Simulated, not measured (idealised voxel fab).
Process module, titled voxel self aligned contacts
Displayed cross-section: cut, width of 260 nm, square cells sized 5 nm.
When this document writes out a cross-section, it uses a grid of square cells and lists it as bands, beginning at the top and moving down, with a band standing for one or more rows of cells. Quick guide to a band line: top height, bottom height (nm) up front; then every material left to right with its width in nm. Only one material and it's marked "all across"? Then it fills the band edge to edge. And "empty" just means empty space. Height reference: 0 = level under which incoming wafer is all one material. Lowest band: no bottom, runs on downward, e.g. "from 0 down". When a width is written as two numbers, as in "30->40", the first number is the width in the top row of cells of the band and the second is the width in its bottom row, and the width changes by the same amount from each row to the next. "nothing was modified" -> step changed no cross-section cell. Reported under the label "Trapped void list" are the empty spaces having no open way to the top and comprising 8 cells or more; the notation for each is width x height at distance, in which the distance is measured from the left edge and all three values are in nm. Past the settings on a step's line: simulator remark, on that step. The optional step-line setting "overlay nm" applies to steps with a mask and quantifies how far to the right of its planned location the mask lay, a negative value indicating leftward placement. Structure of the following material. The material consists of pairs of cross-sections. Each pair comprises the cross-section before one process step and the cross-section after that step, the latter shown only down to the lowest band that changed. The step between the cross-sections is specified beneath each pair, including its settings. Pairs are not necessarily consecutive: they may derive from different runs of this module performed on the same starting wafer. Continuity with the pair above is to be assumed only where the entry headed "Before-step section" of the pair in question states it.
BEFORE-STEP SECTION
* from 55 to 30 | empty 75 nm, then SiN 45 nm, then empty 15 nm, then SiN 45 nm, then empty 80 nm
* from 30 to 15 | empty 75 nm, then SiN 5 nm, then polySi 35 nm, then SiN 5 nm, then empty 15 nm, then SiN 5 nm, then polySi 35 nm, then SiN 5 nm, then empty 80 nm
* from 15 to 10 | SiN 80 nm, then polySi 35 nm, then SiN 25 nm, then polySi 35 nm, then SiN 85 nm
* from 10 to 0 | polySi all across
* from 0 to -5 | SiO2 all across
* from -5 down | Si all across
* Trapped void list: none
STEP OUTCOME
* from 50 to 30 | empty 75 nm, then SiN 45 nm, then empty 15 nm, then SiN 45 nm, then empty 80 nm
* from 30 to 10 | empty 75 nm, then SiN 5 nm, then polySi 35 nm, then SiN 5 nm, then empty 15 nm, then SiN 5 nm, then polySi 35 nm, then SiN 5 nm, then empty 80 nm
* Under the height 10 nothing was changed.
* Trapped void list: none
What process step lies between the two cross-sections above? op DIRECTIONAL_ETCH | etch materials SiN | depth nm 5
Before-step section: it's just the after picture from the pair right above this one.
STEP OUTCOME
* from 65 to 50 | SiO2 all across
* from 50 to 30 | SiO2 75 nm, then SiN 45 nm, then SiO2 15 nm, then SiN 45 nm, then SiO2 80 nm
* from 30 to 10 | SiO2 75 nm, then SiN 5 nm, then polySi 35 nm, then SiN 5 nm, then SiO2 15 nm, then SiN 5 nm, then polySi 35 nm, then SiN 5 nm, then SiO2 80 nm
* Under the height 10 nothing was changed.
* Trapped void list: none
What process step lies between the two cross-sections above? op FILL_DEP | material SiO2 | thk nm 15
Before-step section: it's just the after picture from the pair right above this one.
STEP OUTCOME
* from 45 to 30 | SiO2 75 nm, then SiN 45 nm, then SiO2 15 nm, then SiN 45 nm, then SiO2 80 nm
* Under the height 30 nothing was changed.
* Trapped void list: none
What process step lies between the two cross-sections above? op CMP | height nm 45
Before-step section: it's just the after picture from the pair right above this one.
STEP OUTCOME
* from 60 to 45 | resist 105 nm, then empty 45 nm, then resist 110 nm
* Under the height 45 nothing was changed.
* Trapped void list: none
What process step lies between the two cross-sections above? op PATTERN | tone open | mask id CONTACT | material resist | width nm 45 | thk nm 15 | overlay nm 0
Before-step section: it's just the after picture from the pair right above this one.
STEP OUTCOME
* from 60 to 45 | resist 105 nm, then empty 45 nm, then resist 110 nm
* from 45 to 30 | SiO2 75 nm, then SiN 45 nm, then empty 15 nm, then SiN 45 nm, then SiO2 80 nm
* from 30 to 10 | SiO2 75 nm, then SiN 5 nm, then polySi 35 nm, then SiN 5 nm, then empty 15 nm, then SiN 5 nm, then polySi 35 nm, then SiN 5 nm, then SiO2 80 nm
* Under the height 10 nothing was changed.
* Trapped void list: none
What process step lies between the two cross-sections above? op DIRECTIONAL_ETCH | etch materials SiO2 | depth nm 50
Before-step section: it's just the after picture from the pair right above this one.
STEP OUTCOME
* from 45 to 30 | SiO2 75 nm, then SiN 45 nm, then empty 15 nm, then SiN 45 nm, then SiO2 80 nm
* Under the height 30 nothing was changed.
* Trapped void list: none
What process step lies between the two cross-sections above? op STRIP | etch materials resist
Before-step section: it's just the after picture from the pair right above this one.
STEP OUTCOME
* from 50 to 45 | TiN 125 nm, then empty 5 nm, then TiN 130 nm
* from 45 to 30 | SiO2 75 nm, then SiN 45 nm, then TiN 5 nm, then empty 5 nm, then TiN 5 nm, then SiN 45 nm, then SiO2 80 nm
* from 30 to 15 | SiO2 75 nm, then SiN 5 nm, then polySi 35 nm, then SiN 5 nm, then TiN 5 nm, then empty 5 nm, then TiN 5 nm, then SiN 5 nm, then polySi 35 nm, then SiN 5 nm, then SiO2 80 nm
* from 15 to 10 | SiO2 75 nm, then SiN 5 nm, then polySi 35 nm, then SiN 5 nm, then TiN 15 nm, then SiN 5 nm, then polySi 35 nm, then SiN 5 nm, then SiO2 80 nm
* Under the height 10 nothing was changed.
* Trapped void list: none
What process step lies between the two cross-sections above? op CONFORMAL_DEP | material TiN | thk nm 5
Before-step section: it's just the after picture from the pair right above this one.
STEP OUTCOME
* from 55 to 50 | Ru all across
* from 50 to 45 | TiN 125 nm, then Ru 5 nm, then TiN 130 nm
* from 45 to 30 | SiO2 75 nm, then SiN 45 nm, then TiN 5 nm, then Ru 5 nm, then TiN 5 nm, then SiN 45 nm, then SiO2 80 nm
* from 30 to 15 | SiO2 75 nm, then SiN 5 nm, then polySi 35 nm, then SiN 5 nm, then TiN 5 nm, then Ru 5 nm, then TiN 5 nm, then SiN 5 nm, then polySi 35 nm, then SiN 5 nm, then SiO2 80 nm
* Under the height 15 nothing was changed.
* Trapped void list: none
What process step lies between the two cross-sections above? op FILL_DEP | material Ru | thk nm 5
Before-step section: it's just the after picture from the pair right above this one.
STEP OUTCOME
* from 45 to 30 | SiO2 75 nm, then SiN 45 nm, then TiN 5 nm, then Ru 5 nm, then TiN 5 nm, then SiN 45 nm, then SiO2 80 nm
* Under the height 30 nothing was changed.
* Trapped void list: none
What process step lies between the two cross-sections above? op CMP | height nm 45
Before-step section: it's just the after picture from the pair right above this one.
STEP OUTCOME
* from 50 to 45 | SiCN all across
* Under the height 45 nothing was changed.
* Trapped void list: none
What process step lies between the two cross-sections above? op CONFORMAL_DEP | material SiCN | thk nm 5
BEFORE-STEP SECTION
* from 40 to 20 | SiN all across
* from 20 to 0 | polySi all across
* from 0 to -5 | SiO2 all across
* from -5 down | Si all across
* Trapped void list: none
STEP OUTCOME
* from 55 to 40 | empty 85 nm, then resist 30 nm, then empty 30 nm, then resist 30 nm, then empty 85 nm
* Under the height 40 nothing was changed.
* Trapped void list: none
What process step lies between the two cross-sections above? op PATTERN | tone cover | mask id GATE | material resist | width nm 30 | pitch nm 60 | thk nm 15 | overlay nm 0
Before-step section: it's just the after picture from the pair right above this one.
STEP OUTCOME
* from 55 to 40 | empty 85 nm, then resist 30 nm, then empty 30 nm, then resist 30 nm, then empty 85 nm
* from 40 to 20 | empty 85 nm, then SiN 30 nm, then empty 30 nm, then SiN 30 nm, then empty 85 nm
* Under the height 20 nothing was changed.
* Trapped void list: none
What process step lies between the two cross-sections above? op DIRECTIONAL_ETCH | etch materials SiN | depth nm 20
Before-step section: it's just the after picture from the pair right above this one.
STEP OUTCOME
* from 55 to 40 | empty 85 nm, then resist 30 nm, then empty 30 nm, then resist 30 nm, then empty 85 nm
* from 40 to 20 | empty 85 nm, then SiN 30 nm, then empty 30 nm, then SiN 30 nm, then empty 85 nm
* from 20 to 0 | empty 85 nm, then polySi 30 nm, then empty 30 nm, then polySi 30 nm, then empty 85 nm
* Under the height 0 nothing was changed.
* Trapped void list: none
What process step lies between the two cross-sections above? op DIRECTIONAL_ETCH | etch materials polySi | depth nm 20
Before-step section: it's just the after picture from the pair right above this one.
STEP OUTCOME
* from 40 to 20 | empty 85 nm, then SiN 30 nm, then empty 30 nm, then SiN 30 nm, then empty 85 nm
* Under the height 20 nothing was changed.
* Trapped void list: none
What process step lies between the two cross-sections above? op STRIP | etch materials resist
Before-step section: it's just the after picture from the pair right above this one.
STEP OUTCOME
* from 45 to 20 | empty 80 nm, then SiN 40 nm, then empty 20 nm, then SiN 40 nm, then empty 80 nm
* from 20 to 5 | empty 80 nm, then SiN 5 nm, then polySi 30 nm, then SiN 5 nm, then empty 20 nm, then SiN 5 nm, then polySi 30 nm, then SiN 5 nm, then empty 80 nm
* from 5 to 0 | SiN 85 nm, then polySi 30 nm, then SiN 30 nm, then polySi 30 nm, then SiN 85 nm
* Under the height 0 nothing was changed.
* Trapped void list: none
What process step lies between the two cross-sections above? op CONFORMAL_DEP | material SiN | thk nm 5
Before-step section: it's just the after picture from the pair right above this one.
STEP OUTCOME
* from 40 to 20 | empty 80 nm, then SiN 40 nm, then empty 20 nm, then SiN 40 nm, then empty 80 nm
* from 20 to 0 | empty 80 nm, then SiN 5 nm, then polySi 30 nm, then SiN 5 nm, then empty 20 nm, then SiN 5 nm, then polySi 30 nm, then SiN 5 nm, then empty 80 nm
* Under the height 0 nothing was changed.
* Trapped void list: none
What process step lies between the two cross-sections above? op DIRECTIONAL_ETCH | etch materials SiN | depth nm 5
Before-step section: it's just the after picture from the pair right above this one.
STEP OUTCOME
* from 55 to 40 | SiO2 all across
* from 40 to 20 | SiO2 80 nm, then SiN 40 nm, then SiO2 20 nm, then SiN 40 nm, then SiO2 80 nm
* from 20 to 0 | SiO2 80 nm, then SiN 5 nm, then polySi 30 nm, then SiN 5 nm, then SiO2 20 nm, then SiN 5 nm, then polySi 30 nm, then SiN 5 nm, then SiO2 80 nm
* Under the height 0 nothing was changed.
* Trapped void list: none
What process step lies between the two cross-sections above? op FILL_DEP | material SiO2 | thk nm 15
Before-step section: it's just the after picture from the pair right above this one.
STEP OUTCOME
* from 45 to 40 | SiO2 all across
* Under the height 40 nothing was changed.
* Trapped void list: none
What process step lies between the two cross-sections above? op CMP | height nm 45
Before-step section: it's just the after picture from the pair right above this one.
STEP OUTCOME
* from 60 to 45 | resist 105 nm, then empty 45 nm, then resist 110 nm
* Under the height 45 nothing was changed.
* Trapped void list: none
What process step lies between the two cross-sections above? op PATTERN | tone open | mask id CONTACT | material resist | width nm 45 | thk nm 15 | overlay nm 0
Before-step section: it's just the after picture from the pair right above this one.
STEP OUTCOME
* from 60 to 45 | resist 105 nm, then empty 45 nm, then resist 110 nm
* from 45 to 40 | SiO2 105 nm, then empty 45 nm, then SiO2 110 nm
* from 40 to 20 | SiO2 80 nm, then SiN 40 nm, then empty 20 nm, then SiN 40 nm, then SiO2 80 nm
* from 20 to 0 | SiO2 80 nm, then SiN 5 nm, then polySi 30 nm, then SiN 5 nm, then empty 20 nm, then SiN 5 nm, then polySi 30 nm, then SiN 5 nm, then SiO2 80 nm
* from 0 to -5 | SiO2 120 nm, then empty 20 nm, then SiO2 120 nm
* Under the height -5 nothing was changed.
* Trapped void list: none
What process step lies between the two cross-sections above? op DIRECTIONAL_ETCH | etch materials SiO2 | depth nm 50
Before-step section: it's just the after picture from the pair right above this one.
STEP OUTCOME
* from 45 to 40 | SiO2 105 nm, then empty 45 nm, then SiO2 110 nm
* Under the height 40 nothing was changed.
* Trapped void list: none
What process step lies between the two cross-sections above? op STRIP | etch materials resist
Before-step section: it's just the after picture from the pair right above this one.
STEP OUTCOME
* from 50 to 45 | TiN 110 nm, then empty 35 nm, then TiN 115 nm
* from 45 to 40 | SiO2 105 nm, then TiN 20 nm, then empty 10 nm, then TiN 15 nm, then SiO2 110 nm
* from 40 to 20 | SiO2 80 nm, then SiN 40 nm, then TiN 5 nm, then empty 10 nm, then TiN 5 nm, then SiN 40 nm, then SiO2 80 nm
* from 20 to 0 | SiO2 80 nm, then SiN 5 nm, then polySi 30 nm, then SiN 5 nm, then TiN 5 nm, then empty 10 nm, then TiN 5 nm, then SiN 5 nm, then polySi 30 nm, then SiN 5 nm, then SiO2 80 nm
* from 0 to -5 | SiO2 120 nm, then TiN 20 nm, then SiO2 120 nm
* Under the height -5 nothing was changed.
* Trapped void list: none
What process step lies between the two cross-sections above? op CONFORMAL_DEP | material TiN | thk nm 5
Before-step section: it's just the after picture from the pair right above this one.
STEP OUTCOME
* from 55 to 50 | Ru all across
* from 50 to 45 | TiN 110 nm, then Ru 35 nm, then TiN 115 nm
* from 45 to 40 | SiO2 105 nm, then TiN 20 nm, then Ru 10 nm, then TiN 15 nm, then SiO2 110 nm
* from 40 to 20 | SiO2 80 nm, then SiN 40 nm, then TiN 5 nm, then Ru 10 nm, then TiN 5 nm, then SiN 40 nm, then SiO2 80 nm
* from 20 to 0 | SiO2 80 nm, then SiN 5 nm, then polySi 30 nm, then SiN 5 nm, then TiN 5 nm, then Ru 10 nm, then TiN 5 nm, then SiN 5 nm, then polySi 30 nm, then SiN 5 nm, then SiO2 80 nm
* Under the height 0 nothing was changed.
* Trapped void list: none
What process step lies between the two cross-sections above? op FILL_DEP | material Ru | thk nm 5
Before-step section: it's just the after picture from the pair right above this one.
STEP OUTCOME
* from 45 to 40 | SiO2 105 nm, then TiN 20 nm, then Ru 10 nm, then TiN 15 nm, then SiO2 110 nm
* Under the height 40 nothing was changed.
* Trapped void list: none
What process step lies between the two cross-sections above? op CMP | height nm 45
Before-step section: it's just the after picture from the pair right above this one.
STEP OUTCOME
* from 50 to 45 | SiCN all across
* Under the height 45 nothing was changed.
* Trapped void list: none
What process step lies between the two cross-sections above? op CONFORMAL_DEP | material SiCN | thk nm 5
BEFORE-STEP SECTION
* from 45 to 40 | SiO2 all across
* from 40 to 20 | SiO2 75 nm, then SiN 45 nm, then SiO2 15 nm, then SiN 45 nm, then SiO2 80 nm
* from 20 to 0 | SiO2 75 nm, then SiN 5 nm, then polySi 35 nm, then SiN 5 nm, then SiO2 15 nm, then SiN 5 nm, then polySi 35 nm, then SiN 5 nm, then SiO2 80 nm
* from 0 to -5 | SiO2 all across
* from -5 down | Si all across
* Trapped void list: none
STEP OUTCOME
* from 60 to 45 | resist 115 nm, then empty 45 nm, then resist 100 nm
* Under the height 45 nothing was changed.
* Trapped void list: none
What process step lies between the two cross-sections above? op PATTERN | tone open | mask id CONTACT | material resist | width nm 45 | thk nm 15 | overlay nm 10
Before-step section: it's just the after picture from the pair right above this one.
STEP OUTCOME
* from 60 to 45 | resist 115 nm, then empty 45 nm, then resist 100 nm
* from 45 to 40 | SiO2 115 nm, then empty 45 nm, then SiO2 100 nm
* from 40 to 20 | SiO2 75 nm, then SiN 45 nm, then empty 15 nm, then SiN 45 nm, then SiO2 80 nm
* from 20 to 0 | SiO2 75 nm, then SiN 5 nm, then polySi 35 nm, then SiN 5 nm, then empty 15 nm, then SiN 5 nm, then polySi 35 nm, then SiN 5 nm, then SiO2 80 nm
* from 0 to -5 | SiO2 120 nm, then empty 15 nm, then SiO2 125 nm
* Under the height -5 nothing was changed.
* Trapped void list: none
What process step lies between the two cross-sections above? op DIRECTIONAL_ETCH | etch materials SiO2 | depth nm 50
Before-step section: it's just the after picture from the pair right above this one.
STEP OUTCOME
* from 45 to 40 | SiO2 115 nm, then empty 45 nm, then SiO2 100 nm
* Under the height 40 nothing was changed.
* Trapped void list: none
What process step lies between the two cross-sections above? op STRIP | etch materials resist
Before-step section: it's just the after picture from the pair right above this one.
STEP OUTCOME
* from 50 to 45 | TiN 120 nm, then empty 35 nm, then TiN 105 nm
* from 45 to 40 | SiO2 115 nm, then TiN 10 nm, then empty 5 nm, then TiN 30 nm, then SiO2 100 nm
* from 40 to 20 | SiO2 75 nm, then SiN 45 nm, then TiN 5 nm, then empty 5 nm, then TiN 5 nm, then SiN 45 nm, then SiO2 80 nm
* from 20 to 0 | SiO2 75 nm, then SiN 5 nm, then polySi 35 nm, then SiN 5 nm, then TiN 5 nm, then empty 5 nm, then TiN 5 nm, then SiN 5 nm, then polySi 35 nm, then SiN 5 nm, then SiO2 80 nm
* from 0 to -5 | SiO2 120 nm, then TiN 15 nm, then SiO2 125 nm
* Under the height -5 nothing was changed.
* Trapped void list: none
What process step lies between the two cross-sections above? op CONFORMAL_DEP | material TiN | thk nm 5
Before-step section: it's just the after picture from the pair right above this one.
STEP OUTCOME
* from 55 to 50 | Ru all across
* from 50 to 45 | TiN 120 nm, then Ru 35 nm, then TiN 105 nm
* from 45 to 40 | SiO2 115 nm, then TiN 10 nm, then Ru 5 nm, then TiN 30 nm, then SiO2 100 nm
* from 40 to 20 | SiO2 75 nm, then SiN 45 nm, then TiN 5 nm, then Ru 5 nm, then TiN 5 nm, then SiN 45 nm, then SiO2 80 nm
* from 20 to 0 | SiO2 75 nm, then SiN 5 nm, then polySi 35 nm, then SiN 5 nm, then TiN 5 nm, then Ru 5 nm, then TiN 5 nm, then SiN 5 nm, then polySi 35 nm, then SiN 5 nm, then SiO2 80 nm
* Under the height 0 nothing was changed.
* Trapped void list: none
What process step lies between the two cross-sections above? op FILL_DEP | material Ru | thk nm 5
Before-step section: it's just the after picture from the pair right above this one.
STEP OUTCOME
* from 45 to 40 | SiO2 115 nm, then TiN 10 nm, then Ru 5 nm, then TiN 30 nm, then SiO2 100 nm
* Under the height 40 nothing was changed.
* Trapped void list: none
What process step lies between the two cross-sections above? op CMP | height nm 45
Before-step section: it's just the after picture from the pair right above this one.
STEP OUTCOME
* from 50 to 45 | SiCN all across
* Under the height 45 nothing was changed.
* Trapped void list: none
What process step lies between the two cross-sections above? op CONFORMAL_DEP | material SiCN | thk nm 5
BEFORE-STEP SECTION
* from 40 to 20 | empty 80 nm, then SiN 35 nm, then empty 25 nm, then SiN 35 nm, then empty 85 nm
* from 20 to 0 | empty 80 nm, then polySi 35 nm, then empty 25 nm, then polySi 35 nm, then empty 85 nm
* from 0 to -5 | SiO2 all across
* from -5 down | Si all across
* Trapped void list: none
STEP OUTCOME
* from 45 to 40 | empty 75 nm, then SiCN 45 nm, then empty 15 nm, then SiCN 45 nm, then empty 80 nm
* from 40 to 20 | empty 75 nm, then SiCN 5 nm, then SiN 35 nm, then SiCN 5 nm, then empty 15 nm, then SiCN 5 nm, then SiN 35 nm, then SiCN 5 nm, then empty 80 nm
* from 20 to 5 | empty 75 nm, then SiCN 5 nm, then polySi 35 nm, then SiCN 5 nm, then empty 15 nm, then SiCN 5 nm, then polySi 35 nm, then SiCN 5 nm, then empty 80 nm
* from 5 to 0 | SiCN 80 nm, then polySi 35 nm, then SiCN 25 nm, then polySi 35 nm, then SiCN 85 nm
* Under the height 0 nothing was changed.
* Trapped void list: none
What process step lies between the two cross-sections above? op CONFORMAL_DEP | material SiCN | thk nm 5
Before-step section: it's just the after picture from the pair right above this one.
STEP OUTCOME
* from 60 to 45 | SiO2 all across
* from 45 to 40 | SiO2 75 nm, then SiCN 45 nm, then SiO2 15 nm, then SiCN 45 nm, then SiO2 80 nm
* from 40 to 20 | SiO2 75 nm, then SiCN 5 nm, then SiN 35 nm, then SiCN 5 nm, then SiO2 15 nm, then SiCN 5 nm, then SiN 35 nm, then SiCN 5 nm, then SiO2 80 nm
* from 20 to 5 | SiO2 75 nm, then SiCN 5 nm, then polySi 35 nm, then SiCN 5 nm, then SiO2 15 nm, then SiCN 5 nm, then polySi 35 nm, then SiCN 5 nm, then SiO2 80 nm
* Under the height 5 nothing was changed.
* Trapped void list: none
What process step lies between the two cross-sections above? op FILL_DEP | material SiO2 | thk nm 15
Before-step section: it's just the after picture from the pair right above this one.
STEP OUTCOME
* from 45 to 40 | SiO2 75 nm, then SiCN 45 nm, then SiO2 15 nm, then SiCN 45 nm, then SiO2 80 nm
* Under the height 40 nothing was changed.
* Trapped void list: none
What process step lies between the two cross-sections above? op CMP | height nm 45
Before-step section: it's just the after picture from the pair right above this one.
STEP OUTCOME
* from 60 to 45 | resist 105 nm, then empty 45 nm, then resist 110 nm
* Under the height 45 nothing was changed.
* Trapped void list: none
What process step lies between the two cross-sections above? op PATTERN | tone open | mask id CONTACT | material resist | width nm 45 | thk nm 15 | overlay nm 0
Before-step section: it's just the after picture from the pair right above this one.
STEP OUTCOME
* from 60 to 45 | resist 105 nm, then empty 45 nm, then resist 110 nm
* from 45 to 40 | SiO2 75 nm, then SiCN 45 nm, then empty 15 nm, then SiCN 45 nm, then SiO2 80 nm
* from 40 to 20 | SiO2 75 nm, then SiCN 5 nm, then SiN 35 nm, then SiCN 5 nm, then empty 15 nm, then SiCN 5 nm, then SiN 35 nm, then SiCN 5 nm, then SiO2 80 nm
* from 20 to 5 | SiO2 75 nm, then SiCN 5 nm, then polySi 35 nm, then SiCN 5 nm, then empty 15 nm, then SiCN 5 nm, then polySi 35 nm, then SiCN 5 nm, then SiO2 80 nm
* Under the height 5 nothing was changed.
* Trapped void list: none
What process step lies between the two cross-sections above? op DIRECTIONAL_ETCH | etch materials SiO2 | depth nm 50
Before-step section: it's just the after picture from the pair right above this one.
STEP OUTCOME
* from 45 to 40 | SiO2 75 nm, then SiCN 45 nm, then empty 15 nm, then SiCN 45 nm, then SiO2 80 nm
* Under the height 40 nothing was changed.
* Trapped void list: none
What process step lies between the two cross-sections above? op STRIP | etch materials resist
Before-step section: it's just the after picture from the pair right above this one.
STEP OUTCOME
* from 50 to 45 | TiN 125 nm, then empty 5 nm, then TiN 130 nm
* from 45 to 40 | SiO2 75 nm, then SiCN 45 nm, then TiN 5 nm, then empty 5 nm, then TiN 5 nm, then SiCN 45 nm, then SiO2 80 nm
* from 40 to 20 | SiO2 75 nm, then SiCN 5 nm, then SiN 35 nm, then SiCN 5 nm, then TiN 5 nm, then empty 5 nm, then TiN 5 nm, then SiCN 5 nm, then SiN 35 nm, then SiCN 5 nm, then SiO2 80 nm
* from 20 to 10 | SiO2 75 nm, then SiCN 5 nm, then polySi 35 nm, then SiCN 5 nm, then TiN 5 nm, then empty 5 nm, then TiN 5 nm, then SiCN 5 nm, then polySi 35 nm, then SiCN 5 nm, then SiO2 80 nm
* from 10 to 5 | SiO2 75 nm, then SiCN 5 nm, then polySi 35 nm, then SiCN 5 nm, then TiN 15 nm, then SiCN 5 nm, then polySi 35 nm, then SiCN 5 nm, then SiO2 80 nm
* Under the height 5 nothing was changed.
* Trapped void list: none
What process step lies between the two cross-sections above? op CONFORMAL_DEP | material TiN | thk nm 5
Before-step section: it's just the after picture from the pair right above this one.
STEP OUTCOME
* from 55 to 50 | Ru all across
* from 50 to 45 | TiN 125 nm, then Ru 5 nm, then TiN 130 nm
* from 45 to 40 | SiO2 75 nm, then SiCN 45 nm, then TiN 5 nm, then Ru 5 nm, then TiN 5 nm, then SiCN 45 nm, then SiO2 80 nm
* from 40 to 20 | SiO2 75 nm, then SiCN 5 nm, then SiN 35 nm, then SiCN 5 nm, then TiN 5 nm, then Ru 5 nm, then TiN 5 nm, then SiCN 5 nm, then SiN 35 nm, then SiCN 5 nm, then SiO2 80 nm
* from 20 to 10 | SiO2 75 nm, then SiCN 5 nm, then polySi 35 nm, then SiCN 5 nm, then TiN 5 nm, then Ru 5 nm, then TiN 5 nm, then SiCN 5 nm, then polySi 35 nm, then SiCN 5 nm, then SiO2 80 nm
* Under the height 10 nothing was changed.
* Trapped void list: none
What process step lies between the two cross-sections above? op FILL_DEP | material Ru | thk nm 5
Before-step section: it's just the after picture from the pair right above this one.
STEP OUTCOME
* from 45 to 40 | SiO2 75 nm, then SiCN 45 nm, then TiN 5 nm, then Ru 5 nm, then TiN 5 nm, then SiCN 45 nm, then SiO2 80 nm
* Under the height 40 nothing was changed.
* Trapped void list: none
What process step lies between the two cross-sections above? op CMP | height nm 45
Before-step section: it's just the after picture from the pair right above this one.
STEP OUTCOME
* from 50 to 45 | SiCN all across
* Under the height 45 nothing was changed.
* Trapped void list: none
What process step lies between the two cross-sections above? op CONFORMAL_DEP | material SiCN | thk nm 5
BEFORE-STEP SECTION
* from 40 to 20 | SiN all across
* from 20 to 0 | polySi all across
* from 0 to -5 | SiO2 all across
* from -5 down | Si all across
* Trapped void list: none
STEP OUTCOME
* from 55 to 40 | resist 80 nm, then empty 35 nm, then resist 25 nm, then empty 35 nm, then resist 85 nm
* Under the height 40 nothing was changed.
* Trapped void list: none
What process step lies between the two cross-sections above? op PATTERN | tone open | mask id GATE | material resist | width nm 35 | pitch nm 60 | thk nm 15 | overlay nm 0
Before-step section: it's just the after picture from the pair right above this one.
STEP OUTCOME
* from 55 to 40 | resist 80 nm, then empty 35 nm, then resist 25 nm, then empty 35 nm, then resist 85 nm
* from 40 to 20 | SiN 80 nm, then empty 35 nm, then SiN 25 nm, then empty 35 nm, then SiN 85 nm
* Under the height 20 nothing was changed.
* Trapped void list: none
What process step lies between the two cross-sections above? op DIRECTIONAL_ETCH | etch materials SiN | depth nm 20
Before-step section: it's just the after picture from the pair right above this one.
STEP OUTCOME
* from 55 to 40 | resist 80 nm, then empty 35 nm, then resist 25 nm, then empty 35 nm, then resist 85 nm
* from 40 to 20 | SiN 80 nm, then empty 35 nm, then SiN 25 nm, then empty 35 nm, then SiN 85 nm
* from 20 to 0 | polySi 80 nm, then empty 35 nm, then polySi 25 nm, then empty 35 nm, then polySi 85 nm
* Under the height 0 nothing was changed.
* Trapped void list: none
What process step lies between the two cross-sections above? op DIRECTIONAL_ETCH | etch materials polySi | depth nm 20
Before-step section: it's just the after picture from the pair right above this one.
STEP OUTCOME
* from 40 to 20 | SiN 80 nm, then empty 35 nm, then SiN 25 nm, then empty 35 nm, then SiN 85 nm
* Under the height 20 nothing was changed.
* Trapped void list: none
What process step lies between the two cross-sections above? op STRIP | etch materials resist
Before-step section: it's just the after picture from the pair right above this one.
STEP OUTCOME
* from 45 to 20 | SiN 85 nm, then empty 25 nm, then SiN 35 nm, then empty 25 nm, then SiN 90 nm
* from 20 to 5 | polySi 80 nm, then SiN 5 nm, then empty 25 nm, then SiN 5 nm, then polySi 25 nm, then SiN 5 nm, then empty 25 nm, then SiN 5 nm, then polySi 85 nm
* from 5 to 0 | polySi 80 nm, then SiN 35 nm, then polySi 25 nm, then SiN 35 nm, then polySi 85 nm
* Under the height 0 nothing was changed.
* Trapped void list: none
What process step lies between the two cross-sections above? op CONFORMAL_DEP | material SiN | thk nm 5
Before-step section: it's just the after picture from the pair right above this one.
STEP OUTCOME
* from 40 to 20 | SiN 85 nm, then empty 25 nm, then SiN 35 nm, then empty 25 nm, then SiN 90 nm
* from 20 to 0 | polySi 80 nm, then SiN 5 nm, then empty 25 nm, then SiN 5 nm, then polySi 25 nm, then SiN 5 nm, then empty 25 nm, then SiN 5 nm, then polySi 85 nm
* Under the height 0 nothing was changed.
* Trapped void list: none
What process step lies between the two cross-sections above? op DIRECTIONAL_ETCH | etch materials SiN | depth nm 5
Before-step section: it's just the after picture from the pair right above this one.
STEP OUTCOME
* from 55 to 40 | SiO2 all across
* from 40 to 20 | SiN 85 nm, then SiO2 25 nm, then SiN 35 nm, then SiO2 25 nm, then SiN 90 nm
* from 20 to 0 | polySi 80 nm, then SiN 5 nm, then SiO2 25 nm, then SiN 5 nm, then polySi 25 nm, then SiN 5 nm, then SiO2 25 nm, then SiN 5 nm, then polySi 85 nm
* Under the height 0 nothing was changed.
* Trapped void list: none
What process step lies between the two cross-sections above? op FILL_DEP | material SiO2 | thk nm 15
Before-step section: it's just the after picture from the pair right above this one.
STEP OUTCOME
* from 45 to 40 | SiO2 all across
* Under the height 40 nothing was changed.
* Trapped void list: none
What process step lies between the two cross-sections above? op CMP | height nm 45
Before-step section: it's just the after picture from the pair right above this one.
STEP OUTCOME
* from 60 to 45 | resist 105 nm, then empty 45 nm, then resist 110 nm
* Under the height 45 nothing was changed.
* Trapped void list: none
What process step lies between the two cross-sections above? op PATTERN | tone open | mask id CONTACT | material resist | width nm 45 | thk nm 15 | overlay nm 0
Before-step section: it's just the after picture from the pair right above this one.
STEP OUTCOME
* from 60 to 45 | resist 105 nm, then empty 45 nm, then resist 110 nm
* from 45 to 40 | SiO2 105 nm, then empty 45 nm, then SiO2 110 nm
* from 40 to 20 | SiN 85 nm, then SiO2 20 nm, then empty 5 nm, then SiN 35 nm, then empty 5 nm, then SiO2 20 nm, then SiN 90 nm
* from 20 to 0 | polySi 80 nm, then SiN 5 nm, then SiO2 20 nm, then empty 5 nm, then SiN 5 nm, then polySi 25 nm, then SiN 5 nm, then empty 5 nm, then SiO2 20 nm, then SiN 5 nm, then polySi 85 nm
* from 0 to -5 | SiO2 105 nm, then empty 5 nm, then SiO2 35 nm, then empty 5 nm, then SiO2 110 nm
* Under the height -5 nothing was changed.
* Trapped void list: none
What process step lies between the two cross-sections above? op DIRECTIONAL_ETCH | etch materials SiO2 | depth nm 50
Before-step section: it's just the after picture from the pair right above this one.
STEP OUTCOME
* from 45 to 40 | SiO2 105 nm, then empty 45 nm, then SiO2 110 nm
* Under the height 40 nothing was changed.
* Trapped void list: none
What process step lies between the two cross-sections above? op STRIP | etch materials resist
Before-step section: it's just the after picture from the pair right above this one.
STEP OUTCOME
* from 50 to 45 | TiN 110 nm, then empty 35 nm, then TiN 115 nm
* from 45 to 40 | SiO2 105 nm, then TiN 45 nm, then SiO2 110 nm
* from 40 to 20 | SiN 85 nm, then SiO2 20 nm, then TiN 5 nm, then SiN 35 nm, then TiN 5 nm, then SiO2 20 nm, then SiN 90 nm
* from 20 to 0 | polySi 80 nm, then SiN 5 nm, then SiO2 20 nm, then TiN 5 nm, then SiN 5 nm, then polySi 25 nm, then SiN 5 nm, then TiN 5 nm, then SiO2 20 nm, then SiN 5 nm, then polySi 85 nm
* from 0 to -5 | SiO2 105 nm, then TiN 5 nm, then SiO2 35 nm, then TiN 5 nm, then SiO2 110 nm
* Under the height -5 nothing was changed.
* Trapped void list: none
What process step lies between the two cross-sections above? op CONFORMAL_DEP | material TiN | thk nm 5
Before-step section: it's just the after picture from the pair right above this one.
STEP OUTCOME
* from 55 to 50 | Ru all across
* from 50 to 45 | TiN 110 nm, then Ru 35 nm, then TiN 115 nm
* Under the height 45 nothing was changed.
* Trapped void list: none
What process step lies between the two cross-sections above? op FILL_DEP | material Ru | thk nm 5
Before-step section: it's just the after picture from the pair right above this one.
STEP OUTCOME
* from 45 to 40 | SiO2 105 nm, then TiN 45 nm, then SiO2 110 nm
* Under the height 40 nothing was changed.
* Trapped void list: none
What process step lies between the two cross-sections above? op CMP | height nm 45
